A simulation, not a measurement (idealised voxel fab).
process module | voxel capacitor over wiring
cross-section cut | 230 nm wide | cells 5 nm
A cross-section is a grid of square cells, given in bands from the top down. A band is one or more rows of cells.
Each band's line starts with the height of the band's top and of its bottom, in nm. Then come its materials from left to right, each with its width in nm. One material with "throughout" fills the band from edge to edge. "air" is empty space.
Height 0 is the level under which the wafer as received is all one material. The lowest band goes on downwards, as in "0 down".
A width such as "30 to 40" changes by the same amount from each row of cells to the next, from the band's top row to its bottom row.
"no change" after a step means that no cell of the cross-section changed.
closed voids: empty space of 8 cells or more with no open way to the top, each as width x height at its distance from the left edge, in nm
after a step's settings: what the simulator itself notes on the step
overlay nm, on a step with a mask: how far to the right of its planned place the mask lay; to the left if negative
plan
1 op RECEIVE | material Si
2 op CONFORMAL_DEP | material SiO2 | thk nm 10
3 op CONFORMAL_DEP | material SiCN | thk nm 5
4 op DIRECTIONAL_DEP | material SiO2 | thk nm 20
5 op DIRECTIONAL_DEP | material aC | thk nm 10
6 op PATTERN | tone open | mask id METAL_1 | material resist | width nm 25 | pitch nm 95 | thk nm 25 | overlay nm 0
7 op DIRECTIONAL_ETCH | etch materials aC | depth nm 10
8 op STRIP | etch materials resist
9 op DIRECTIONAL_ETCH | etch materials SiO2 | depth nm 20
10 op DIRECTIONAL_ETCH | etch materials SiCN | depth nm 5
11 op STRIP | etch materials aC
12 op CONFORMAL_DEP | material TiN | thk nm 5
13 op FILL_DEP | material Cu | thk nm 10
14 op CMP | height nm 35
15 op CONFORMAL_DEP | material SiCN | thk nm 5
16 op DIRECTIONAL_DEP | material SiO2 | thk nm 10
17 op PATTERN | tone open | mask id PLUG_1 | material resist | width nm 15 | thk nm 15 | overlay nm 0
18 op DIRECTIONAL_ETCH | etch materials SiO2 | depth nm 10
19 op DIRECTIONAL_ETCH | etch materials SiCN | depth nm 5
20 op STRIP | etch materials resist
21 op CONFORMAL_DEP | material TiN | thk nm 5
22 op FILL_DEP | material Cu | thk nm 10
23 op CMP | height nm 50
24 op DIRECTIONAL_DEP | material TiN | thk nm 5
25 op DIRECTIONAL_DEP | material SiN | thk nm 5
26 op DIRECTIONAL_DEP | material TiN | thk nm 5
27 op MASKED_ETCH | tone cover | mask id UPPER_PLATE | width nm 75 | etch materials TiN | depth nm 5 | overlay nm 0
28 op MASKED_ETCH | tone cover | mask id UPPER_PLATE | width nm 75 | etch materials SiN | depth nm 5 | overlay nm 0
29 op DIRECTIONAL_DEP | material aC | thk nm 10
30 op PATTERN | tone cover | mask id LOWER_PLATE | material resist | width nm 85 | thk nm 25 | overlay nm 0
31 op DIRECTIONAL_ETCH | etch materials aC | depth nm 10
32 op STRIP | etch materials resist
33 op DIRECTIONAL_ETCH | etch materials TiN | depth nm 5
34 op STRIP | etch materials aC
35 op FILL_DEP | material SiO2 | thk nm 15
36 op CMP | height nm 75
37 op DIRECTIONAL_DEP | material aC | thk nm 15
38 op PATTERN | tone open | mask id PLUG_2 | material resist | width nm 15 | thk nm 30 | overlay nm 0
39 op DIRECTIONAL_ETCH | etch materials aC | depth nm 15
40 op STRIP | etch materials resist
41 op DIRECTIONAL_ETCH | etch materials SiO2 | depth nm 10
42 op STRIP | etch materials aC
43 op CONFORMAL_DEP | material TiN | thk nm 5
44 op FILL_DEP | material W | thk nm 10
45 op CMP | height nm 75
46 op CONFORMAL_DEP | material SiN | thk nm 5
as received, after step 1
  0 down: Si throughout
  closed voids: none
first wafer at the end, as planned
  80 to 75: SiN throughout
  75 to 70: SiO2 75 | TiN 5 | W 5 | TiN 5 | SiO2 140
  70 to 60: SiO2 75 to 65 | TiN 15 to 75 | SiO2 140 to 90
  60 to 55: SiO2 65 | SiN 75 | SiO2 90
  55 to 50: SiO2 60 | TiN 85 | SiO2 85
  50 to 40: SiO2 65 | TiN 5 | Cu 5 | TiN 5 | SiO2 150
  40 to 35: SiCN 65 | TiN 15 | SiCN 150
  35 to 15: SiO2 55 | TiN 5 | Cu 15 | TiN 5 | SiO2 70 | TiN 5 | Cu 15 | TiN 5 | SiO2 55
  15 to 10: SiCN 55 | TiN 25 | SiCN 70 | TiN 25 | SiCN 55
  10 to 0: SiO2 throughout
  0 down: Si throughout
  closed voids: none
second wafer at the end: like start, like plan, one mistake
  80 to 75: SiN throughout
  75 to 70: SiO2 75 | TiN 5 | W 5 | TiN 5 | SiO2 140
  70 to 60: SiO2 75 to 65 | TiN 15 to 75 | SiO2 140 to 90
  60 to 55: SiO2 65 | SiN 75 | SiO2 90
  55 to 50: SiO2 60 | TiN 85 | SiO2 85
  50 to 40: SiO2 65 | TiN 5 | Cu 5 | TiN 5 | SiO2 150
  40 to 35: SiCN 65 | TiN 15 | SiCN 150
  35 to 15: SiO2 45 | TiN 5 | Cu 15 | TiN 5 | SiO2 70 | TiN 5 | Cu 15 | TiN 5 | SiO2 65
  15 to 10: SiCN 45 | TiN 25 | SiCN 70 | TiN 25 | SiCN 65
  10 to 0: SiO2 throughout
  0 down: Si throughout
  closed voids: none
what went wrong: step 6 ran as: op PATTERN | tone open | mask id METAL_1 | material resist | width nm 25 | pitch nm 95 | thk nm 25 | overlay nm -10
at the end the second wafer has, in cells: as many of each material as the first, in other places
